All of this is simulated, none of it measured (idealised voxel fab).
Herein follows the process module entitled voxel trench capacitor.
Section cut is 175 nm wide and gridded with 5 nm square cells.
We lay out every cross-section as a grid of square cells and spell it out in bands from the top down, where one band means one or more rows of cells.
Per band: top height and bottom height in nm, followed by the left-to-right materials and their widths in nm; "throughout" marks a single material spanning edge to edge, "empty" marks empty space.
Heights are reckoned from 0. Under this level, the received wafer is all of one material. The bottommost band is open-ended downward, for example "from 0 down".
When a width is written as two numbers, as in "30..40", the first number is the width in the top row of cells of the band and the second is the width in its bottom row, and the width changes by the same amount from each row to the next.
What does "no change" mean for a step? It means no cell of the cross-section changed in that step.
Heads up: "Enclosed void entries" only lists the empty pockets with no open path to the top that are 8 cells or more, and it writes them as width x height at distance, distance from the left edge, in nm.
Where a step's line continues beyond its settings, the continuation is a remark by the simulator itself on that step.
Among the settings permitted on a step's line is "overlay nm"; applied to a step with a mask, it specifies the extent to which the mask lay to the right of its planned position, whereas a negative figure signifies a position to the left.

# Set out below are the planned steps of the process
1) RECEIVE [material Si]
2) CONFORMAL_DEP [material SiN] [thk nm 10]
3) PATTERN [tone open] [mask id TRENCH] [material resist] [width nm 25] [pitch nm 45] [thk nm 15] [overlay nm 0]
4) DIRECTIONAL_ETCH [etch materials SiN] [depth nm 10]
5) DIRECTIONAL_ETCH [etch materials Si] [depth nm 40]
6) STRIP [etch materials resist]
7) CONFORMAL_DEP [material HfO2] [thk nm 5]
8) CONFORMAL_DEP [material TiN] [thk nm 5]
9) FILL_DEP [material W] [thk nm 5]
10) CMP [height nm 10]

# Incoming wafer, cross-sectional view, post step 1
  from 0 down = Si throughout
  Enclosed void entries: none

# Module complete - cross-section of the first of two wafers, run according to plan
  from 10 to 0 = 50 of SiN  5 of HfO2  5 of TiN  5 of W  5 of TiN  5 of HfO2  20 of SiN  5 of HfO2  5 of TiN  5 of W  5 of TiN  5 of HfO2  55 of SiN
  from 0 to -30 = 50 of Si  5 of HfO2  5 of TiN  5 of W  5 of TiN  5 of HfO2  20 of Si  5 of HfO2  5 of TiN  5 of W  5 of TiN  5 of HfO2  55 of Si
  from -30 to -35 = 50 of Si  5 of HfO2  15 of TiN  5 of HfO2  20 of Si  5 of HfO2  15 of TiN  5 of HfO2  55 of Si
  from -35 to -40 = 50 of Si  25 of HfO2  20 of Si  25 of HfO2  55 of Si
  from -40 down = Si throughout
  Enclosed void entries: none

# Second of two wafers, module complete, sectioned: it shares the first wafer's start and plan but was run with one mistake
  from 10 to 0 = 45 of SiN  5 of HfO2  5 of TiN  5 of W  5 of TiN  5 of HfO2  20 of SiN  5 of HfO2  5 of TiN  5 of W  5 of TiN  5 of HfO2  60 of SiN
  from 0 to -30 = 45 of Si  5 of HfO2  5 of TiN  5 of W  5 of TiN  5 of HfO2  20 of Si  5 of HfO2  5 of TiN  5 of W  5 of TiN  5 of HfO2  60 of Si
  from -30 to -35 = 45 of Si  5 of HfO2  15 of TiN  5 of HfO2  20 of Si  5 of HfO2  15 of TiN  5 of HfO2  60 of Si
  from -35 to -40 = 45 of Si  25 of HfO2  20 of Si  25 of HfO2  60 of Si
  from -40 down = Si throughout
  Enclosed void entries: none
What broke from the plan during processing? the process deviated at step 3: the operation and settings actually run there were PATTERN [tone open] [mask id TRENCH] [material resist] [width nm 25] [pitch nm 45] [thk nm 15] [overlay nm -5]
The concluding comparison shows that, measured in cells, each material is equally abundant on both wafers, albeit at different positions.
